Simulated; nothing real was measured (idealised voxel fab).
This section sets out a process module, namely voxel gate over fins.
This is section cut - it's 165 nm across, gridded in 5 nm square cells.
A cross-section in this document is a grid of square cells, and it is written down as bands, the top band listed before the ones below it; a band is made up of one or more rows of cells. Band: top height; bottom height; in nm. Then, left to right: material with width in nm, for each material. "edge to edge": a single material spanning edge to edge. "air": empty space. Height 0 is the level under which the wafer as received is all one material. The lowest band goes on downwards, as in "0 and below". Width: "30->40" (first number = top row, second number = bottom row, same change from row to row of cells). It should be understood that the words "no change", when stated for a given step, signify that the cross-section underwent no change in any of its cells during that step. "Listed closed voids" specifies each empty space that is not open to the top and that occupies no fewer than 8 cells, using the form width x height at distance, the distance measured from the left edge and all three quantities in nm. after a step's settings: what the simulator itself notes on the step. Each step line may optionally specify "overlay nm", which for a step with a mask gives the rightward distance between the mask's planned place and where it lay, a negative value indicating the leftward direction.
## The planned process steps are enumerated hereunder
1) RECEIVE [material Si]
2) CONFORMAL_DEP [material SiN] [thk nm 5]
3) PATTERN [tone cover] [mask id FINS] [material resist] [width nm 15] [pitch nm 60] [thk nm 20] [overlay nm 0]
4) DIRECTIONAL_ETCH [etch materials SiN] [depth nm 5]
5) DIRECTIONAL_ETCH [etch materials Si] [depth nm 30]
6) STRIP [etch materials resist]
7) OXIDIZE [depth nm 5]
8) FILL_DEP [material SiO2] [thk nm 5]
9) CMP [height nm 5]
10) MASKED_ETCH [tone open] [mask id RAIL] [width nm 15] [etch materials SiO2] [depth nm 30] [overlay nm 0]
11) CONFORMAL_DEP [material TiN] [thk nm 5]
12) FILL_DEP [material W] [thk nm 10]
13) CMP [height nm 5]
14) SELECTIVE_ETCH [etch materials W Ru TiN] [depth nm 25]
15) FILL_DEP [material SiO2] [thk nm 5]
16) CMP [height nm 5]
17) SELECTIVE_ETCH [etch materials SiO2] [depth nm 20]
18) STRIP [etch materials SiN]
19) CONFORMAL_DEP [material HfO2] [thk nm 5]
20) CONFORMAL_DEP [material TiN] [thk nm 5]
21) FILL_DEP [material W] [thk nm 15]
22) CMP [height nm 20]
23) CONFORMAL_DEP [material SiN] [thk nm 10]
## The following pertains to the first of two wafers, which was processed as planned
## As received (post step 1): cross-section
  0 and below: Si edge to edge
  Listed closed voids: none
## Wafer section view after processing step 2
  5 down to 0: SiN edge to edge
  Under 0: no change, same as before.
## Wafer section view after processing step 3
  25 down to 5: 15 air  15 resist  45 air  15 resist  45 air  15 resist  15 air
  Under 5: no change, same as before.
## Wafer section view after processing step 4
  25 down to 5: 15 air  15 resist  45 air  15 resist  45 air  15 resist  15 air
  5 down to 0: 15 air  15 SiN  45 air  15 SiN  45 air  15 SiN  15 air
  Under 0: no change, same as before.
## Wafer section view after processing step 5
  25 down to 5: 15 air  15 resist  45 air  15 resist  45 air  15 resist  15 air
  5 down to 0: 15 air  15 SiN  45 air  15 SiN  45 air  15 SiN  15 air
  0 down to -30: 15 air  15 Si  45 air  15 Si  45 air  15 Si  15 air
  Under -30: no change, same as before.
## Wafer section view after processing step 6
  5 down to 0: 15 air  15 SiN  45 air  15 SiN  45 air  15 SiN  15 air
  Under 0: no change, same as before.
## Wafer section view after processing step 7
  5 down to 0: 15 air  15 SiN  45 air  15 SiN  45 air  15 SiN  15 air
  0 down to -30: 15 air  5 SiO2  5 Si  5 SiO2  45 air  5 SiO2  5 Si  5 SiO2  45 air  5 SiO2  5 Si  5 SiO2  15 air
  -30 down to -35: 20 SiO2  5 Si  55 SiO2  5 Si  55 SiO2  5 Si  20 SiO2
  Under -35: no change, same as before.
## Wafer section view after processing step 8
  10 down to 5: SiO2 edge to edge
  5 down to 0: 15 SiO2  15 SiN  45 SiO2  15 SiN  45 SiO2  15 SiN  15 SiO2
  0 down to -35: 20 SiO2  5 Si  55 SiO2  5 Si  55 SiO2  5 Si  20 SiO2
  Under -35: no change, same as before.
## Wafer section view after processing step 9
  5 down to 0: 15 SiO2  15 SiN  45 SiO2  15 SiN  45 SiO2  15 SiN  15 SiO2
  Under 0: no change, same as before.
## Wafer section view after processing step 10
  5 down to 0: 15 SiO2  15 SiN  15 SiO2  15 air  15 SiO2  15 SiN  45 SiO2  15 SiN  15 SiO2
  0 down to -25: 20 SiO2  5 Si  20 SiO2  15 air  20 SiO2  5 Si  55 SiO2  5 Si  20 SiO2
  Under -25: no change, same as before.
## Wafer section view after processing step 11
  10 down to 5: 50 TiN  5 air  110 TiN
  5 down to 0: 15 SiO2  15 SiN  15 SiO2  5 TiN  5 air  5 TiN  15 SiO2  15 SiN  45 SiO2  15 SiN  15 SiO2
  0 down to -20: 20 SiO2  5 Si  20 SiO2  5 TiN  5 air  5 TiN  20 SiO2  5 Si  55 SiO2  5 Si  20 SiO2
  -20 down to -25: 20 SiO2  5 Si  20 SiO2  15 TiN  20 SiO2  5 Si  55 SiO2  5 Si  20 SiO2
  Under -25: no change, same as before.
## Wafer section view after processing step 12
  20 down to 10: W edge to edge
  10 down to 5: 50 TiN  5 W  110 TiN
  5 down to 0: 15 SiO2  15 SiN  15 SiO2  5 TiN  5 W  5 TiN  15 SiO2  15 SiN  45 SiO2  15 SiN  15 SiO2
  0 down to -20: 20 SiO2  5 Si  20 SiO2  5 TiN  5 W  5 TiN  20 SiO2  5 Si  55 SiO2  5 Si  20 SiO2
  Under -20: no change, same as before.
## Wafer section view after processing step 13
  5 down to 0: 15 SiO2  15 SiN  15 SiO2  5 TiN  5 W  5 TiN  15 SiO2  15 SiN  45 SiO2  15 SiN  15 SiO2
  Under 0: no change, same as before.
## Wafer section view after processing step 14
  5 down to 0: 15 SiO2  15 SiN  15 SiO2  15 air  15 SiO2  15 SiN  45 SiO2  15 SiN  15 SiO2
  0 down to -20: 20 SiO2  5 Si  20 SiO2  15 air  20 SiO2  5 Si  55 SiO2  5 Si  20 SiO2
  Under -20: no change, same as before.
## Wafer section view after processing step 15
  10 down to 5: SiO2 edge to edge
  5 down to 0: 15 SiO2  15 SiN  45 SiO2  15 SiN  45 SiO2  15 SiN  15 SiO2
  0 down to -20: 20 SiO2  5 Si  55 SiO2  5 Si  55 SiO2  5 Si  20 SiO2
  Under -20: no change, same as before.
## Wafer section view after processing step 16
  5 down to 0: 15 SiO2  15 SiN  45 SiO2  15 SiN  45 SiO2  15 SiN  15 SiO2
  Under 0: no change, same as before.
## Wafer section view after processing step 17
  5 down to 0: 15 air  15 SiN  45 air  15 SiN  45 air  15 SiN  15 air
  0 down to -15: 20 air  5 Si  55 air  5 Si  55 air  5 Si  20 air
  Under -15: no change, same as before.
## Wafer section view after processing step 18
  0 down to -15: 20 air  5 Si  55 air  5 Si  55 air  5 Si  20 air
  Under -15: no change, same as before.
## Wafer section view after processing step 19
  5 down to 0: 15 air  15 HfO2  45 air  15 HfO2  45 air  15 HfO2  15 air
  0 down to -10: 15 air  5 HfO2  5 Si  5 HfO2  45 air  5 HfO2  5 Si  5 HfO2  45 air  5 HfO2  5 Si  5 HfO2  15 air
  -10 down to -15: 20 HfO2  5 Si  55 HfO2  5 Si  55 HfO2  5 Si  20 HfO2
  Under -15: no change, same as before.
## Wafer section view after processing step 20
  10 down to 5: 10 air  25 TiN  35 air  25 TiN  35 air  25 TiN  10 air
  5 down to 0: 10 air  5 TiN  15 HfO2  5 TiN  35 air  5 TiN  15 HfO2  5 TiN  35 air  5 TiN  15 HfO2  5 TiN  10 air
  0 down to -5: 10 air  5 TiN  5 HfO2  5 Si  5 HfO2  5 TiN  35 air  5 TiN  5 HfO2  5 Si  5 HfO2  5 TiN  35 air  5 TiN  5 HfO2  5 Si  5 HfO2  5 TiN  10 air
  -5 down to -10: 15 TiN  5 HfO2  5 Si  5 HfO2  45 TiN  5 HfO2  5 Si  5 HfO2  45 TiN  5 HfO2  5 Si  5 HfO2  15 TiN
  Under -10: no change, same as before.
## Wafer section view after processing step 21
  25 down to 10: W edge to edge
  10 down to 5: 10 W  25 TiN  35 W  25 TiN  35 W  25 TiN  10 W
  5 down to 0: 10 W  5 TiN  15 HfO2  5 TiN  35 W  5 TiN  15 HfO2  5 TiN  35 W  5 TiN  15 HfO2  5 TiN  10 W
  0 down to -5: 10 W  5 TiN  5 HfO2  5 Si  5 HfO2  5 TiN  35 W  5 TiN  5 HfO2  5 Si  5 HfO2  5 TiN  35 W  5 TiN  5 HfO2  5 Si  5 HfO2  5 TiN  10 W
  Under -5: no change, same as before.
## Wafer section view after processing step 22
  20 down to 10: W edge to edge
  Under 10: no change, same as before.
## Wafer section view after processing step 23
  30 down to 20: SiN edge to edge
  Under 20: no change, same as before.
## Wafer two of the pair: same origin, same plan, one error during the run; identical to wafer one up to and including step 21
## Here is the second wafer in cross-section at the point where step 22 of the plan should have been done
  15 down to 10: W edge to edge
  Under 10: no change, same as before.
## Here is the second wafer in cross-section at the point where step 23 of the plan should have been done
  25 down to 15: SiN edge to edge
  Under 15: no change, same as before.
Nonconformance to the process plan: step 22 ran differently from the plan; actual operation with settings: CMP [height nm 15]
Final wafer comparison in cells, second versus first, more or fewer per material: 33 fewer of W
